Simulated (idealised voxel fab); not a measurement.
The process module presented herein is designated voxel air gaps.
We display cut, a cross-section 240 nm in width whose square cells are each 5 nm.
In this document a cross-section is written as a grid of square cells. It is given as a series of bands, listed from the top down, and a band is one or more rows of cells.
Band entry format. Leading values: height of top, height of bottom, nm. Remainder: materials in left-to-right order, each with its width in nm. Special words: "full width" on a single material, which then fills the band edge to edge; "air", empty space.
It should be noted that heights are counted from 0, beneath which the wafer as supplied is of one material throughout, and that the lowest band possesses no lower boundary but continues downward, as written in "z 0 and below".
Per-row width for "30 to 40": begins at first number (top row of band), ends at second number (bottom row), increment between rows held constant.
For the purposes of this document, the phrase "everything unchanged" attached to a step denotes that no cell within the cross-section was modified by that step.
Closed empty spaces (no open way to the top) of 8 cells or more are what "closed voids" lists, each as width x height at distance from the left edge, nm for all three.
Formally, on a step line, whatever follows the settings is a remark that the simulator itself makes on the step.
The "overlay nm" setting may appear on a step's line; for a step that uses a mask, it gives how far to the right of its planned position the mask lay, and a negative value indicates the left.

These are the steps we planned for the process
1. RECEIVE, material Si
2. CONFORMAL_DEP, material SiO2, thk nm 15
3. CONFORMAL_DEP, material SiCN, thk nm 5
4. DIRECTIONAL_DEP, material SiO2, thk nm 40
5. DIRECTIONAL_DEP, material aC, thk nm 10
6. PATTERN, tone open, mask id LINES, material resist, width nm 15, pitch nm 50, thk nm 30, overlay nm 0
7. DIRECTIONAL_ETCH, etch materials aC, depth nm 10
8. STRIP, etch materials resist
9. DIRECTIONAL_ETCH, etch materials SiO2, depth nm 40
10. STRIP, etch materials aC
11. CONFORMAL_DEP, material TiN, thk nm 5
12. FILL_DEP, material Ru, thk nm 5
13. CMP, height nm 60
14. EPI, material Ru, thk nm 10
15. SELECTIVE_ETCH, etch materials SiO2, depth nm 50
16. CONFORMAL_DEP, material SiCN, thk nm 5
The wafers are alike at the start. At step 6, their width nm differs. The plan lists the first wafer's value.

Step 1 complete: as-received cross-section of the first of several wafers
	z 0 and below: Si full width
	closed voids: none

Gained (+) or lost (-) cells of each material since receipt, then closed voids: one row per wafer, at the end of the module
width nm 15 | +63 Ru | +180 SiCN | +144 SiO2 | +51 TiN | closed voids: none
width nm 20 | +90 Ru | +180 SiCN | +144 SiO2 | +54 TiN | closed voids: 20 x 30 at 85; 20 x 30 at 135
width nm 25 | +117 Ru | +172 SiCN | +144 SiO2 | +57 TiN | closed voids: 15 x 30 at 85; 15 x 30 at 135
width nm 30 | +144 Ru | +124 SiCN | +208 SiO2 | +60 TiN | closed voids: none
width nm 35 | +167 Ru | +124 SiCN | +192 SiO2 | +63 TiN | closed voids: none
